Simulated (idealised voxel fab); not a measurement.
This section sets out a process module, namely voxel plated lines.
The cross-section shown here is cut; it is 225 nm wide and divided into square cells measuring 5 nm on a side.
Think of the cross-section as a grid of square cells. We describe it in bands, top to bottom, and each band covers one or more rows of those cells. Heads up on the band format: heights come first, top then bottom, in nm. After that it's the materials left to right, each with its width in nm. A single material flagged "full width" fills the whole band edge to edge, and "empty" means there's empty space there. Height is counted from the level 0, under which the received wafer is composed throughout of one material. The lowest of the bands is not closed at the bottom but continues downward, in the notation "from 0 down". Top row gets the first number, bottom row gets the second, and each row in between changes by the same step: that is how a band width like "30..40" works. The designation "nothing was modified", where it is given for a processing step, indicates that no cell of the cross-section was altered in the course of that step. "Closed empty spaces" - sealed voids, min. 8 cells, no opening to top; format: width x height at distance (distance from left edge; nm throughout). Where a step's line continues beyond its settings, the continuation is a remark by the simulator itself on that step. The setting "overlay nm" may be written on the line of a step. When the step uses a mask, the value reports how far to the right of the planned place the mask lay, and a negative value reports that it lay to the left.
**Steps planned for the process**
| 1 | RECEIVE | material Si |
| 2 | CONFORMAL_DEP | material Al2O3 | thk nm 15 |
| 3 | DIRECTIONAL_DEP | material TiN | thk nm 5 |
| 4 | PATTERN | tone open | mask id LINES | material resist | width nm 30 | pitch nm 55 | thk nm 30 | overlay nm 0 |
| 5 | EPI | material Ru | thk nm 5 |
| 6 | EPI | material Ru | thk nm 5 |
| 7 | STRIP | etch materials resist |
| 8 | DIRECTIONAL_ETCH | etch materials TiN | depth nm 5 |
| 9 | CONFORMAL_DEP | material SiO2 | thk nm 10 |
**First wafer out of two, processed as planned**
**Wafer as received: cross-section following step 1**
  from 0 down | Si full width
  Closed empty spaces: none
**After step 2: wafer cross-section**
  from 15 to 0 | Al2O3 full width
  Unchanged below 0.
**After step 3: wafer cross-section**
  from 20 to 15 | TiN full width
  Unchanged below 15.
**After step 4: wafer cross-section**
  from 50 to 20 | resist: 15  empty: 30  resist: 25  empty: 30  resist: 25  empty: 30  resist: 25  empty: 30  resist: 15
  Unchanged below 20.
**After step 5: wafer cross-section**
  from 50 to 25 | resist: 15  empty: 30  resist: 25  empty: 30  resist: 25  empty: 30  resist: 25  empty: 30  resist: 15
  from 25 to 20 | resist: 15  Ru: 30  resist: 25  Ru: 30  resist: 25  Ru: 30  resist: 25  Ru: 30  resist: 15
  Unchanged below 20.
**After step 6: wafer cross-section**
  from 50 to 30 | resist: 15  empty: 30  resist: 25  empty: 30  resist: 25  empty: 30  resist: 25  empty: 30  resist: 15
  from 30 to 20 | resist: 15  Ru: 30  resist: 25  Ru: 30  resist: 25  Ru: 30  resist: 25  Ru: 30  resist: 15
  Unchanged below 20.
**After step 7: wafer cross-section**
  from 30 to 20 | empty: 15  Ru: 30  empty: 25  Ru: 30  empty: 25  Ru: 30  empty: 25  Ru: 30  empty: 15
  Unchanged below 20.
**After step 8: wafer cross-section**
  from 30 to 20 | empty: 15  Ru: 30  empty: 25  Ru: 30  empty: 25  Ru: 30  empty: 25  Ru: 30  empty: 15
  from 20 to 15 | empty: 15  TiN: 30  empty: 25  TiN: 30  empty: 25  TiN: 30  empty: 25  TiN: 30  empty: 15
  Unchanged below 15.
**After step 9: wafer cross-section**
  from 40 to 30 | empty: 5  SiO2: 50  empty: 5  SiO2: 50  empty: 5  SiO2: 50  empty: 5  SiO2: 50  empty: 5
  from 30 to 25 | empty: 5  SiO2: 10  Ru: 30  SiO2: 10  empty: 5  SiO2: 10  Ru: 30  SiO2: 10  empty: 5  SiO2: 10  Ru: 30  SiO2: 10  empty: 5  SiO2: 10  Ru: 30  SiO2: 10  empty: 5
  from 25 to 20 | SiO2: 15  Ru: 30  SiO2: 25  Ru: 30  SiO2: 25  Ru: 30  SiO2: 25  Ru: 30  SiO2: 15
  from 20 to 15 | SiO2: 15  TiN: 30  SiO2: 25  TiN: 30  SiO2: 25  TiN: 30  SiO2: 25  TiN: 30  SiO2: 15
  Unchanged below 15.
**Wafer two: like wafer one in start and plan, but with one mistake in execution; identical up to and including step 1**
**Second wafer, section view, time point: scheduled end of step 2**
  from 25 to 0 | Al2O3 full width
  Unchanged below 0.
**Second wafer, section view, time point: scheduled end of step 3**
  from 30 to 25 | TiN full width
  Unchanged below 25.
**Second wafer, section view, time point: scheduled end of step 4**
  from 60 to 30 | resist: 15  empty: 30  resist: 25  empty: 30  resist: 25  empty: 30  resist: 25  empty: 30  resist: 15
  Unchanged below 30.
**Second wafer, section view, time point: scheduled end of step 5**
  from 60 to 35 | resist: 15  empty: 30  resist: 25  empty: 30  resist: 25  empty: 30  resist: 25  empty: 30  resist: 15
  from 35 to 30 | resist: 15  Ru: 30  resist: 25  Ru: 30  resist: 25  Ru: 30  resist: 25  Ru: 30  resist: 15
  Unchanged below 30.
**Second wafer, section view, time point: scheduled end of step 6**
  from 60 to 40 | resist: 15  empty: 30  resist: 25  empty: 30  resist: 25  empty: 30  resist: 25  empty: 30  resist: 15
  from 40 to 30 | resist: 15  Ru: 30  resist: 25  Ru: 30  resist: 25  Ru: 30  resist: 25  Ru: 30  resist: 15
  Unchanged below 30.
**Second wafer, section view, time point: scheduled end of step 7**
  from 40 to 30 | empty: 15  Ru: 30  empty: 25  Ru: 30  empty: 25  Ru: 30  empty: 25  Ru: 30  empty: 15
  Unchanged below 30.
**Second wafer, section view, time point: scheduled end of step 8**
  from 40 to 30 | empty: 15  Ru: 30  empty: 25  Ru: 30  empty: 25  Ru: 30  empty: 25  Ru: 30  empty: 15
  from 30 to 25 | empty: 15  TiN: 30  empty: 25  TiN: 30  empty: 25  TiN: 30  empty: 25  TiN: 30  empty: 15
  Unchanged below 25.
**Second wafer, section view, time point: scheduled end of step 9**
  from 50 to 40 | empty: 5  SiO2: 50  empty: 5  SiO2: 50  empty: 5  SiO2: 50  empty: 5  SiO2: 50  empty: 5
  from 40 to 35 | empty: 5  SiO2: 10  Ru: 30  SiO2: 10  empty: 5  SiO2: 10  Ru: 30  SiO2: 10  empty: 5  SiO2: 10  Ru: 30  SiO2: 10  empty: 5  SiO2: 10  Ru: 30  SiO2: 10  empty: 5
  from 35 to 30 | SiO2: 15  Ru: 30  SiO2: 25  Ru: 30  SiO2: 25  Ru: 30  SiO2: 25  Ru: 30  SiO2: 15
  from 30 to 25 | SiO2: 15  TiN: 30  SiO2: 25  TiN: 30  SiO2: 25  TiN: 30  SiO2: 25  TiN: 30  SiO2: 15
  Unchanged below 25.
Which mistake was made when the wafer was run? step 2 ran as: CONFORMAL_DEP | material Al2O3 | thk nm 25
Wrapping up, a cell-based count of both wafers puts the second over or under the first for these materials: +90 Al2O3
